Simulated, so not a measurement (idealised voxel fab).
A process module follows: voxel ribs on slabs.
Displayed cross-section: cut, width of 260 nm, square cells sized 5 nm.
A cross-section is written here as square cells arranged in a grid, and it is given in bands from the top down, each band taking up one or more rows of cells. Within each band entry, the heights of the top and of the bottom of the band appear first, in that order and in nm; the materials of the band then follow from left to right, each with its corresponding width in nm. The designation "full width" on a single material indicates that it fills the band from edge to edge; the designation "air" indicates empty space. Beneath 0, the wafer as received is one material, and that level is where height counting begins. The lowest band goes on downward without a bottom; it is written like "from 0 down". Width: "30..40" (first number = top row, second number = bottom row, same change from row to row of cells). A step reported as "no modifications" is a step in which no cell of the cross-section changed. In the "Sealed void list" entry, you get each enclosed empty space of 8 cells or more, one with no open way to the top, written width x height at distance, distance from the left edge, in nm. On a step's line, text after the settings is the simulator commenting on that step. The "overlay nm" setting may appear on a step's line; for a step that uses a mask, it gives how far to the right of its planned position the mask lay, and a negative value indicates the left.
Planned step list for the process
1. RECEIVE | material Si
2. DIRECTIONAL_DEP | material SiO2 | thk nm 20
3. DIRECTIONAL_DEP | material SiN | thk nm 15
4. DIRECTIONAL_DEP | material aC | thk nm 10
5. PATTERN | tone cover | mask id RIB | material resist | width nm 20 | thk nm 25 | overlay nm 0
6. DIRECTIONAL_ETCH | etch materials aC | depth nm 10
7. STRIP | etch materials resist
8. DIRECTIONAL_ETCH | etch materials SiN | depth nm 10
9. STRIP | etch materials aC
10. MASKED_ETCH | tone cover | mask id SLAB | width nm 70 | etch materials SiN | depth nm 5 | overlay nm 0
11. FILL_DEP | material SiO2 | thk nm 20
12. CMP | height nm 45
13. DIRECTIONAL_DEP | material TiN | thk nm 10
14. PATTERN | tone cover | mask id HEATER | material resist | width nm 30 | thk nm 15 | overlay nm 0
15. DIRECTIONAL_ETCH | etch materials TiN | depth nm 10
16. STRIP | etch materials resist
17. CONFORMAL_DEP | material SiO2 | thk nm 10
Cross-section: wafer on arrival = after step 1
	from 0 down  Si full width
	Sealed void list: none
Cross-section, first of two wafers, end of module, run as planned
	from 65 to 55  air 105 nm | SiO2 50 nm | air 105 nm
	from 55 to 45  SiO2 115 nm | TiN 30 nm | SiO2 115 nm
	from 45 to 35  SiO2 full width
	from 35 to 25  SiO2 120 nm | SiN 20 nm | SiO2 120 nm
	from 25 to 20  SiO2 95 nm | SiN 70 nm | SiO2 95 nm
	from 20 to 0  SiO2 full width
	from 0 down  Si full width
	Sealed void list: none
Wafer two, end of module, cross-section. Same start, same plan as wafer one. One mistake in the run
	from 55 to 45  air 115 nm | TiN 30 nm | air 115 nm
	from 45 to 35  SiO2 full width
	from 35 to 25  SiO2 120 nm | SiN 20 nm | SiO2 120 nm
	from 25 to 20  SiO2 95 nm | SiN 70 nm | SiO2 95 nm
	from 20 to 0  SiO2 full width
	from 0 down  Si full width
	Sealed void list: none
What broke from the plan during processing? step 17 of the plan was omitted and not executed
At the finish, the second wafer shows more or fewer cells for some materials than the first does: SiO2: 112 fewer
